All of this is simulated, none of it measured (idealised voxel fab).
The process module that follows is named voxel self aligned vias.
The cross-section on display is named cut; it measures 255 nm wide, and its cells are 5 nm squares.
Bands, listed from the top down, are how a cross-section gets written in this document; the cross-section itself is a grid of square cells, and a band is one or more rows of them.
Heads up on the band format: heights come first, top then bottom, in nm. After that it's the materials left to right, each with its width in nm. A single material flagged "everywhere" fills the whole band edge to edge, and "empty" means there's empty space there.
Heights from 0 (as-received wafer is one material below). Bottom band endless downward, as "from 0 down".
The width entry "30..40" should be interpreted row by row: the top row of cells in the band takes the first number, the bottom row takes the second number, and the change between adjacent rows is uniform throughout.
Given "stayed the same" for a step, no cell of the cross-section differs between before and after that step.
The label "Closed void inventory" introduces a list of the empty spaces, 8 cells or larger, that have no open way up to the top; each entry in it reads width x height at distance, where the distance is taken from the left edge and all three are stated in nm.
Step line, after settings: the simulator's comment on this step.
Each step line may optionally specify "overlay nm", which for a step with a mask gives the rightward distance between the mask's planned place and where it lay, a negative value indicating the leftward direction.

Here's what the planned process steps look like:
step 1: RECEIVE [material Si]
step 2: CONFORMAL_DEP [material SiO2] [thk nm 10]
step 3: CONFORMAL_DEP [material SiCN] [thk nm 5]
step 4: DIRECTIONAL_DEP [material lowk] [thk nm 30]
step 5: PATTERN [tone open] [mask id LINES] [material resist] [width nm 25] [pitch nm 70] [thk nm 15] [overlay nm 0]
step 6: DIRECTIONAL_ETCH [etch materials lowk] [depth nm 30]
step 7: STRIP [etch materials resist]
step 8: CONFORMAL_DEP [material TiN] [thk nm 5]
step 9: FILL_DEP [material Ru] [thk nm 5]
step 10: CMP [height nm 45]
step 11: SELECTIVE_ETCH [etch materials W Ru TiN] [depth nm 5]
step 12: FILL_DEP [material SiN] [thk nm 10]
step 13: CMP [height nm 45]
step 14: DIRECTIONAL_DEP [material lowk] [thk nm 15]
step 15: DIRECTIONAL_DEP [material aC] [thk nm 10]
step 16: PATTERN [tone open] [mask id VIAS] [material resist] [width nm 45] [thk nm 30] [overlay nm 0]
step 17: DIRECTIONAL_ETCH [etch materials aC] [depth nm 10]
step 18: STRIP [etch materials resist]
step 19: DIRECTIONAL_ETCH [etch materials lowk] [depth nm 15]
step 20: DIRECTIONAL_ETCH [etch materials SiN] [depth nm 5]
step 21: STRIP [etch materials aC]
step 22: CONFORMAL_DEP [material TiN] [thk nm 5]
step 23: FILL_DEP [material Ru] [thk nm 5]
step 24: CMP [height nm 60]
step 25: CONFORMAL_DEP [material SiN] [thk nm 5]

The first of two wafers, run as planned:

Cross-section of the wafer as it came to us, i.e., already through step 1:
- from 0 down  Si everywhere
- Closed void inventory: none

You're looking at a cross-section of the wafer after step 2:
- from 10 to 0  SiO2 everywhere
- Under 0: no change, same as before.

You're looking at a cross-section of the wafer after step 3:
- from 15 to 10  SiCN everywhere
- Under 10: no change, same as before.

You're looking at a cross-section of the wafer after step 4:
- from 45 to 15  lowk everywhere
- Under 15: no change, same as before.

You're looking at a cross-section of the wafer after step 5:
- from 60 to 45  resist=80 | empty=25 | resist=45 | empty=25 | resist=80
- Under 45: no change, same as before.

You're looking at a cross-section of the wafer after step 6:
- from 60 to 45  resist=80 | empty=25 | resist=45 | empty=25 | resist=80
- from 45 to 15  lowk=80 | empty=25 | lowk=45 | empty=25 | lowk=80
- Under 15: no change, same as before.

You're looking at a cross-section of the wafer after step 7:
- from 45 to 15  lowk=80 | empty=25 | lowk=45 | empty=25 | lowk=80
- Under 15: no change, same as before.

You're looking at a cross-section of the wafer after step 8:
- from 50 to 45  TiN=85 | empty=15 | TiN=55 | empty=15 | TiN=85
- from 45 to 20  lowk=80 | TiN=5 | empty=15 | TiN=5 | lowk=45 | TiN=5 | empty=15 | TiN=5 | lowk=80
- from 20 to 15  lowk=80 | TiN=25 | lowk=45 | TiN=25 | lowk=80
- Under 15: no change, same as before.

You're looking at a cross-section of the wafer after step 9:
- from 55 to 50  Ru everywhere
- from 50 to 45  TiN=85 | Ru=15 | TiN=55 | Ru=15 | TiN=85
- from 45 to 20  lowk=80 | TiN=5 | Ru=15 | TiN=5 | lowk=45 | TiN=5 | Ru=15 | TiN=5 | lowk=80
- Under 20: no change, same as before.

You're looking at a cross-section of the wafer after step 10:
- from 45 to 20  lowk=80 | TiN=5 | Ru=15 | TiN=5 | lowk=45 | TiN=5 | Ru=15 | TiN=5 | lowk=80
- Under 20: no change, same as before.

You're looking at a cross-section of the wafer after step 11:
- from 45 to 40  lowk=80 | empty=25 | lowk=45 | empty=25 | lowk=80
- Under 40: no change, same as before.

You're looking at a cross-section of the wafer after step 12:
- from 55 to 45  SiN everywhere
- from 45 to 40  lowk=80 | SiN=25 | lowk=45 | SiN=25 | lowk=80
- Under 40: no change, same as before.

You're looking at a cross-section of the wafer after step 13:
- from 45 to 40  lowk=80 | SiN=25 | lowk=45 | SiN=25 | lowk=80
- Under 40: no change, same as before.

You're looking at a cross-section of the wafer after step 14:
- from 60 to 45  lowk everywhere
- Under 45: no change, same as before.

You're looking at a cross-section of the wafer after step 15:
- from 70 to 60  aC everywhere
- Under 60: no change, same as before.

You're looking at a cross-section of the wafer after step 16:
- from 100 to 70  resist=70 | empty=45 | resist=140
- Under 70: no change, same as before.

You're looking at a cross-section of the wafer after step 17:
- from 90 to 70  resist=70 | empty=45 | resist=140
- from 70 to 60  aC=70 | empty=45 | aC=140
- Under 60: no change, same as before.

You're looking at a cross-section of the wafer after step 18:
- from 70 to 60  aC=70 | empty=45 | aC=140
- Under 60: no change, same as before.

You're looking at a cross-section of the wafer after step 19:
- from 70 to 60  aC=70 | empty=45 | aC=140
- from 60 to 45  lowk=70 | empty=45 | lowk=140
- Under 45: no change, same as before.

You're looking at a cross-section of the wafer after step 20:
- from 70 to 60  aC=70 | empty=45 | aC=140
- from 60 to 45  lowk=70 | empty=45 | lowk=140
- from 45 to 40  lowk=80 | empty=25 | lowk=45 | SiN=25 | lowk=80
- Under 40: no change, same as before.

You're looking at a cross-section of the wafer after step 21:
- from 60 to 45  lowk=70 | empty=45 | lowk=140
- Under 45: no change, same as before.

You're looking at a cross-section of the wafer after step 22:
- from 65 to 60  TiN=75 | empty=35 | TiN=145
- from 60 to 50  lowk=70 | TiN=5 | empty=35 | TiN=5 | lowk=140
- from 50 to 45  lowk=70 | TiN=15 | empty=15 | TiN=15 | lowk=140
- from 45 to 40  lowk=80 | TiN=25 | lowk=45 | SiN=25 | lowk=80
- Under 40: no change, same as before.

You're looking at a cross-section of the wafer after step 23:
- from 70 to 65  Ru everywhere
- from 65 to 60  TiN=75 | Ru=35 | TiN=145
- from 60 to 50  lowk=70 | TiN=5 | Ru=35 | TiN=5 | lowk=140
- from 50 to 45  lowk=70 | TiN=15 | Ru=15 | TiN=15 | lowk=140
- Under 45: no change, same as before.

You're looking at a cross-section of the wafer after step 24:
- from 60 to 50  lowk=70 | TiN=5 | Ru=35 | TiN=5 | lowk=140
- Under 50: no change, same as before.

You're looking at a cross-section of the wafer after step 25:
- from 65 to 60  SiN everywhere
- Under 60: no change, same as before.

Second of two: same start, same plan, one run error; steps up to and including 1 match the first:

Cross-section of the second wafer at the time step 2 of the plan should have ended:
- from 5 to 0  SiCN everywhere
- Under 0: no change, same as before.

Cross-section of the second wafer at the time step 3 of the plan should have ended:
- from 15 to 5  SiO2 everywhere
- Under 5: no change, same as before.

Cross-section of the second wafer at the time step 4 of the plan should have ended:
- from 45 to 15  lowk everywhere
- Under 15: no change, same as before.

Cross-section of the second wafer at the time step 5 of the plan should have ended:
- from 60 to 45  resist=80 | empty=25 | resist=45 | empty=25 | resist=80
- Under 45: no change, same as before.

Cross-section of the second wafer at the time step 6 of the plan should have ended:
- from 60 to 45  resist=80 | empty=25 | resist=45 | empty=25 | resist=80
- from 45 to 15  lowk=80 | empty=25 | lowk=45 | empty=25 | lowk=80
- Under 15: no change, same as before.

Cross-section of the second wafer at the time step 7 of the plan should have ended:
- from 45 to 15  lowk=80 | empty=25 | lowk=45 | empty=25 | lowk=80
- Under 15: no change, same as before.

Cross-section of the second wafer at the time step 8 of the plan should have ended:
- from 50 to 45  TiN=85 | empty=15 | TiN=55 | empty=15 | TiN=85
- from 45 to 20  lowk=80 | TiN=5 | empty=15 | TiN=5 | lowk=45 | TiN=5 | empty=15 | TiN=5 | lowk=80
- from 20 to 15  lowk=80 | TiN=25 | lowk=45 | TiN=25 | lowk=80
- Under 15: no change, same as before.

Cross-section of the second wafer at the time step 9 of the plan should have ended:
- from 55 to 50  Ru everywhere
- from 50 to 45  TiN=85 | Ru=15 | TiN=55 | Ru=15 | TiN=85
- from 45 to 20  lowk=80 | TiN=5 | Ru=15 | TiN=5 | lowk=45 | TiN=5 | Ru=15 | TiN=5 | lowk=80
- Under 20: no change, same as before.

Cross-section of the second wafer at the time step 10 of the plan should have ended:
- from 45 to 20  lowk=80 | TiN=5 | Ru=15 | TiN=5 | lowk=45 | TiN=5 | Ru=15 | TiN=5 | lowk=80
- Under 20: no change, same as before.

Cross-section of the second wafer at the time step 11 of the plan should have ended:
- from 45 to 40  lowk=80 | empty=25 | lowk=45 | empty=25 | lowk=80
- Under 40: no change, same as before.

Cross-section of the second wafer at the time step 12 of the plan should have ended:
- from 55 to 45  SiN everywhere
- from 45 to 40  lowk=80 | SiN=25 | lowk=45 | SiN=25 | lowk=80
- Under 40: no change, same as before.

Cross-section of the second wafer at the time step 13 of the plan should have ended:
- from 45 to 40  lowk=80 | SiN=25 | lowk=45 | SiN=25 | lowk=80
- Under 40: no change, same as before.

Cross-section of the second wafer at the time step 14 of the plan should have ended:
- from 60 to 45  lowk everywhere
- Under 45: no change, same as before.

Cross-section of the second wafer at the time step 15 of the plan should have ended:
- from 70 to 60  aC everywhere
- Under 60: no change, same as before.

Cross-section of the second wafer at the time step 16 of the plan should have ended:
- from 100 to 70  resist=70 | empty=45 | resist=140
- Under 70: no change, same as before.

Cross-section of the second wafer at the time step 17 of the plan should have ended:
- from 90 to 70  resist=70 | empty=45 | resist=140
- from 70 to 60  aC=70 | empty=45 | aC=140
- Under 60: no change, same as before.

Cross-section of the second wafer at the time step 18 of the plan should have ended:
- from 70 to 60  aC=70 | empty=45 | aC=140
- Under 60: no change, same as before.

Cross-section of the second wafer at the time step 19 of the plan should have ended:
- from 70 to 60  aC=70 | empty=45 | aC=140
- from 60 to 45  lowk=70 | empty=45 | lowk=140
- Under 45: no change, same as before.

Cross-section of the second wafer at the time step 20 of the plan should have ended:
- from 70 to 60  aC=70 | empty=45 | aC=140
- from 60 to 45  lowk=70 | empty=45 | lowk=140
- from 45 to 40  lowk=80 | empty=25 | lowk=45 | SiN=25 | lowk=80
- Under 40: no change, same as before.

Cross-section of the second wafer at the time step 21 of the plan should have ended:
- from 60 to 45  lowk=70 | empty=45 | lowk=140
- Under 45: no change, same as before.

Cross-section of the second wafer at the time step 22 of the plan should have ended:
- from 65 to 60  TiN=75 | empty=35 | TiN=145
- from 60 to 50  lowk=70 | TiN=5 | empty=35 | TiN=5 | lowk=140
- from 50 to 45  lowk=70 | TiN=15 | empty=15 | TiN=15 | lowk=140
- from 45 to 40  lowk=80 | TiN=25 | lowk=45 | SiN=25 | lowk=80
- Under 40: no change, same as before.

Cross-section of the second wafer at the time step 23 of the plan should have ended:
- from 70 to 65  Ru everywhere
- from 65 to 60  TiN=75 | Ru=35 | TiN=145
- from 60 to 50  lowk=70 | TiN=5 | Ru=35 | TiN=5 | lowk=140
- from 50 to 45  lowk=70 | TiN=15 | Ru=15 | TiN=15 | lowk=140
- Under 45: no change, same as before.

Cross-section of the second wafer at the time step 24 of the plan should have ended:
- from 60 to 50  lowk=70 | TiN=5 | Ru=35 | TiN=5 | lowk=140
- Under 50: no change, same as before.

Cross-section of the second wafer at the time step 25 of the plan should have ended:
- from 65 to 60  SiN everywhere
- Under 60: no change, same as before.
Deviation noted in wafer processing: so 2 and 3 got swapped relative to the plan, each ran where the other was supposed to
Same inventory, different map: at the end, the second wafer holds as many cells of each material as the first, placed elsewhere.
